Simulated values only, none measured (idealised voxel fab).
process module | voxel ribs on slabs
cross-section cut | 275 nm wide | cells 5 nm
A cross-section is a grid of square cells, given in bands from the top down. A band is one or more rows of cells.
Each band's line starts with the height of the band's top and of its bottom, in nm. Then come its materials from left to right, each with its width in nm. One material with "throughout" fills the band from edge to edge. "air" is empty space.
Height 0 is the level under which the wafer as received is all one material. The lowest band goes on downwards, as in "0 down".
A width such as "30 to 40" changes by the same amount from each row of cells to the next, from the band's top row to its bottom row.
"no change" after a step means that no cell of the cross-section changed.
closed voids: empty space of 8 cells or more with no open way to the top, each as width x height at its distance from the left edge, in nm
after a step's settings: what the simulator itself notes on the step
overlay nm, on a step with a mask: how far to the right of its planned place the mask lay; to the left if negative
plan
1 op RECEIVE | material Si
2 op DIRECTIONAL_DEP | material SiO2 | thk nm 25
3 op DIRECTIONAL_DEP | material SiN | thk nm 15
4 op MASKED_ETCH | tone cover | mask id RIB | width nm 15 | etch materials SiN | depth nm 10 | overlay nm 0
5 op PATTERN | tone cover | mask id SLAB | material resist | width nm 55 | thk nm 20 | overlay nm 0
6 op DIRECTIONAL_ETCH | etch materials SiN | depth nm 5
7 op STRIP | etch materials resist
8 op FILL_DEP | material SiO2 | thk nm 15
9 op CMP | height nm 50
10 op DIRECTIONAL_DEP | material TiN | thk nm 10
11 op PATTERN | tone cover | mask id HEATER | material resist | width nm 25 | thk nm 15 | overlay nm 0
12 op DIRECTIONAL_ETCH | etch materials TiN | depth nm 10
13 op STRIP | etch materials resist
14 op CONFORMAL_DEP | material SiN | thk nm 5
first wafer, as planned
as received, after step 1
  0 down: Si throughout
  closed voids: none
after step 2
  25 to 0: SiO2 throughout
  below 0: unchanged
after step 3
  40 to 25: SiN throughout
  below 25: unchanged
after step 4
  40 to 30: air 130 | SiN 15 | air 130
  below 30: unchanged
after step 5
  60 to 40: air 110 | resist 55 | air 110
  40 to 30: air 110 | resist 20 | SiN 15 | resist 20 | air 110
  below 30: unchanged
after step 6
  60 to 40: air 110 | resist 55 | air 110
  40 to 30: air 110 | resist 20 | SiN 15 | resist 20 | air 110
  30 to 25: air 110 | SiN 55 | air 110
  below 25: unchanged
after step 7
  40 to 30: air 130 | SiN 15 | air 130
  below 30: unchanged
after step 8
  55 to 40: SiO2 throughout
  40 to 30: SiO2 130 | SiN 15 | SiO2 130
  30 to 25: SiO2 110 | SiN 55 | SiO2 110
  below 25: unchanged
after step 9
  50 to 40: SiO2 throughout
  below 40: unchanged
after step 10
  60 to 50: TiN throughout
  below 50: unchanged
after step 11
  75 to 60: air 125 | resist 25 | air 125
  below 60: unchanged
after step 12
  75 to 60: air 125 | resist 25 | air 125
  60 to 50: air 125 | TiN 25 | air 125
  below 50: unchanged
after step 13
  60 to 50: air 125 | TiN 25 | air 125
  below 50: unchanged
after step 14
  65 to 60: air 120 | SiN 35 | air 120
  60 to 55: air 120 | SiN 5 | TiN 25 | SiN 5 | air 120
  55 to 50: SiN 125 | TiN 25 | SiN 125
  below 50: unchanged
second wafer: like start, like plan, one mistake. Through step 7 it matches the first wafer
when step 8 should have ended
  55 to 25: SiN throughout
  below 25: unchanged
when step 9 should have ended
  50 to 25: SiN throughout
  below 25: unchanged
when step 10 should have ended
  60 to 50: TiN throughout
  below 50: unchanged
when step 11 should have ended
  75 to 60: air 125 | resist 25 | air 125
  below 60: unchanged
when step 12 should have ended
  75 to 60: air 125 | resist 25 | air 125
  60 to 50: air 125 | TiN 25 | air 125
  below 50: unchanged
when step 13 should have ended
  60 to 50: air 125 | TiN 25 | air 125
  below 50: unchanged
when step 14 should have ended
  65 to 60: air 120 | SiN 35 | air 120
  60 to 55: air 120 | SiN 5 | TiN 25 | SiN 5 | air 120
  55 to 50: SiN 125 | TiN 25 | SiN 125
  below 50: unchanged
what went wrong: step 8 ran as: op FILL_DEP | material SiN | thk nm 15
at the end the second wafer has, in cells: 258 more of SiN | 258 fewer of SiO2
